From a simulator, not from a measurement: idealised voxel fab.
Herein follows the process module entitled voxel trench capacitor.
Shown is cross-section cut, with a width of 180 nm and square cells of size 5 nm.
Format of a cross-section: grid, square cells. Given as bands. Order: top down. Band: one or more rows of cells. The entry gives the band's vertical extent as a top height and a bottom height in nm, then its horizontal make-up as materials from left to right, each with a width in nm. "blank" stands for empty space; a single material marked "edge to edge" fills the band edge to edge. We count height from 0. Below that, the starting wafer is all one material. The lowest band never ends at the bottom but goes on down; see "0 -> down" for how that is written. The notation "30->40" denotes a width that varies across the rows of cells in the band, beginning at the first number in the top row, finishing at the second number in the bottom row, and changing by an identical amount from each row to the next. Where the words "no modification" appear for a step, the cross-section shows no cell changed by that step; every cell remained as before. "Closed internal voids" enumerates empty spaces isolated from the top, with no open way to it, that contain at least 8 cells, giving each as width x height at distance from the left edge, all three in nm. Formally, on a step line, whatever follows the settings is a remark that the simulator itself makes on the step. Steps that use a mask can have "overlay nm" on their line. It says how far the mask sat to the right of where it was meant to be. Negative means to the left.
Steps in the process plan
| 1 | RECEIVE with material Si |
| 2 | CONFORMAL_DEP with material SiN, thk nm 10 |
| 3 | DIRECTIONAL_DEP with material aC, thk nm 10 |
| 4 | PATTERN with tone open, mask id TRENCH, material resist, width nm 25, pitch nm 55, thk nm 25, overlay nm 0 |
| 5 | DIRECTIONAL_ETCH with etch materials aC, depth nm 10 |
| 6 | STRIP with etch materials resist |
| 7 | DIRECTIONAL_ETCH with etch materials SiN, depth nm 10 |
| 8 | DIRECTIONAL_ETCH with etch materials Si, depth nm 40 |
| 9 | STRIP with etch materials aC |
| 10 | CONFORMAL_DEP with material SiO2, thk nm 5 |
| 11 | FILL_DEP with material polySi, thk nm 10 |
| 12 | CMP with height nm 10 |
First of two wafers, with the run carried out as planned
As-received wafer cross-section (after step 1)
0 -> down  Si edge to edge
Closed internal voids: none
Take a look at the wafer's cross-section after step 2
10 -> 0  SiN edge to edge
Heights below 0 show no change.
Take a look at the wafer's cross-section after step 3
20 -> 10  aC edge to edge
Heights below 10 show no change.
Take a look at the wafer's cross-section after step 4
45 -> 20  resist 50 nm / blank 25 nm / resist 30 nm / blank 25 nm / resist 50 nm
Heights below 20 show no change.
Take a look at the wafer's cross-section after step 5
35 -> 20  resist 50 nm / blank 25 nm / resist 30 nm / blank 25 nm / resist 50 nm
20 -> 10  aC 50 nm / blank 25 nm / aC 30 nm / blank 25 nm / aC 50 nm
Heights below 10 show no change.
Take a look at the wafer's cross-section after step 6
20 -> 10  aC 50 nm / blank 25 nm / aC 30 nm / blank 25 nm / aC 50 nm
Heights below 10 show no change.
Take a look at the wafer's cross-section after step 7
20 -> 10  aC 50 nm / blank 25 nm / aC 30 nm / blank 25 nm / aC 50 nm
10 -> 0  SiN 50 nm / blank 25 nm / SiN 30 nm / blank 25 nm / SiN 50 nm
Heights below 0 show no change.
Take a look at the wafer's cross-section after step 8
20 -> 10  aC 50 nm / blank 25 nm / aC 30 nm / blank 25 nm / aC 50 nm
10 -> 0  SiN 50 nm / blank 25 nm / SiN 30 nm / blank 25 nm / SiN 50 nm
0 -> -40  Si 50 nm / blank 25 nm / Si 30 nm / blank 25 nm / Si 50 nm
Heights below -40 show no change.
Take a look at the wafer's cross-section after step 9
10 -> 0  SiN 50 nm / blank 25 nm / SiN 30 nm / blank 25 nm / SiN 50 nm
Heights below 0 show no change.
Take a look at the wafer's cross-section after step 10
15 -> 10  SiO2 55 nm / blank 15 nm / SiO2 40 nm / blank 15 nm / SiO2 55 nm
10 -> 0  SiN 50 nm / SiO2 5 nm / blank 15 nm / SiO2 5 nm / SiN 30 nm / SiO2 5 nm / blank 15 nm / SiO2 5 nm / SiN 50 nm
0 -> -35  Si 50 nm / SiO2 5 nm / blank 15 nm / SiO2 5 nm / Si 30 nm / SiO2 5 nm / blank 15 nm / SiO2 5 nm / Si 50 nm
-35 -> -40  Si 50 nm / SiO2 25 nm / Si 30 nm / SiO2 25 nm / Si 50 nm
Heights below -40 show no change.
Take a look at the wafer's cross-section after step 11
25 -> 15  polySi edge to edge
15 -> 10  SiO2 55 nm / polySi 15 nm / SiO2 40 nm / polySi 15 nm / SiO2 55 nm
10 -> 0  SiN 50 nm / SiO2 5 nm / polySi 15 nm / SiO2 5 nm / SiN 30 nm / SiO2 5 nm / polySi 15 nm / SiO2 5 nm / SiN 50 nm
0 -> -35  Si 50 nm / SiO2 5 nm / polySi 15 nm / SiO2 5 nm / Si 30 nm / SiO2 5 nm / polySi 15 nm / SiO2 5 nm / Si 50 nm
Heights below -35 show no change.
Take a look at the wafer's cross-section after step 12
10 -> 0  SiN 50 nm / SiO2 5 nm / polySi 15 nm / SiO2 5 nm / SiN 30 nm / SiO2 5 nm / polySi 15 nm / SiO2 5 nm / SiN 50 nm
Heights below 0 show no change.
Wafer two. Identical start, identical plan. One mistake in execution. Identical history through step 3
Second wafer, cut view, end of step 4 per plan
45 -> 20  resist 45 nm / blank 25 nm / resist 30 nm / blank 25 nm / resist 55 nm
Heights below 20 show no change.
Second wafer, cut view, end of step 5 per plan
35 -> 20  resist 45 nm / blank 25 nm / resist 30 nm / blank 25 nm / resist 55 nm
20 -> 10  aC 45 nm / blank 25 nm / aC 30 nm / blank 25 nm / aC 55 nm
Heights below 10 show no change.
Second wafer, cut view, end of step 6 per plan
20 -> 10  aC 45 nm / blank 25 nm / aC 30 nm / blank 25 nm / aC 55 nm
Heights below 10 show no change.
Second wafer, cut view, end of step 7 per plan
20 -> 10  aC 45 nm / blank 25 nm / aC 30 nm / blank 25 nm / aC 55 nm
10 -> 0  SiN 45 nm / blank 25 nm / SiN 30 nm / blank 25 nm / SiN 55 nm
Heights below 0 show no change.
Second wafer, cut view, end of step 8 per plan
20 -> 10  aC 45 nm / blank 25 nm / aC 30 nm / blank 25 nm / aC 55 nm
10 -> 0  SiN 45 nm / blank 25 nm / SiN 30 nm / blank 25 nm / SiN 55 nm
0 -> -40  Si 45 nm / blank 25 nm / Si 30 nm / blank 25 nm / Si 55 nm
Heights below -40 show no change.
Second wafer, cut view, end of step 9 per plan
10 -> 0  SiN 45 nm / blank 25 nm / SiN 30 nm / blank 25 nm / SiN 55 nm
Heights below 0 show no change.
Second wafer, cut view, end of step 10 per plan
15 -> 10  SiO2 50 nm / blank 15 nm / SiO2 40 nm / blank 15 nm / SiO2 60 nm
10 -> 0  SiN 45 nm / SiO2 5 nm / blank 15 nm / SiO2 5 nm / SiN 30 nm / SiO2 5 nm / blank 15 nm / SiO2 5 nm / SiN 55 nm
0 -> -35  Si 45 nm / SiO2 5 nm / blank 15 nm / SiO2 5 nm / Si 30 nm / SiO2 5 nm / blank 15 nm / SiO2 5 nm / Si 55 nm
-35 -> -40  Si 45 nm / SiO2 25 nm / Si 30 nm / SiO2 25 nm / Si 55 nm
Heights below -40 show no change.
Second wafer, cut view, end of step 11 per plan
25 -> 15  polySi edge to edge
15 -> 10  SiO2 50 nm / polySi 15 nm / SiO2 40 nm / polySi 15 nm / SiO2 60 nm
10 -> 0  SiN 45 nm / SiO2 5 nm / polySi 15 nm / SiO2 5 nm / SiN 30 nm / SiO2 5 nm / polySi 15 nm / SiO2 5 nm / SiN 55 nm
0 -> -35  Si 45 nm / SiO2 5 nm / polySi 15 nm / SiO2 5 nm / Si 30 nm / SiO2 5 nm / polySi 15 nm / SiO2 5 nm / Si 55 nm
Heights below -35 show no change.
Second wafer, cut view, end of step 12 per plan
10 -> 0  SiN 45 nm / SiO2 5 nm / polySi 15 nm / SiO2 5 nm / SiN 30 nm / SiO2 5 nm / polySi 15 nm / SiO2 5 nm / SiN 55 nm
Heights below 0 show no change.
Finding, execution versus plan: off-plan run, step 4, actual operation and settings PATTERN with tone open, mask id TRENCH, material resist, width nm 25, pitch nm 55, thk nm 25, overlay nm -5
Heads up: at the end the two wafers have identical cell counts per material, they're just laid out differently.
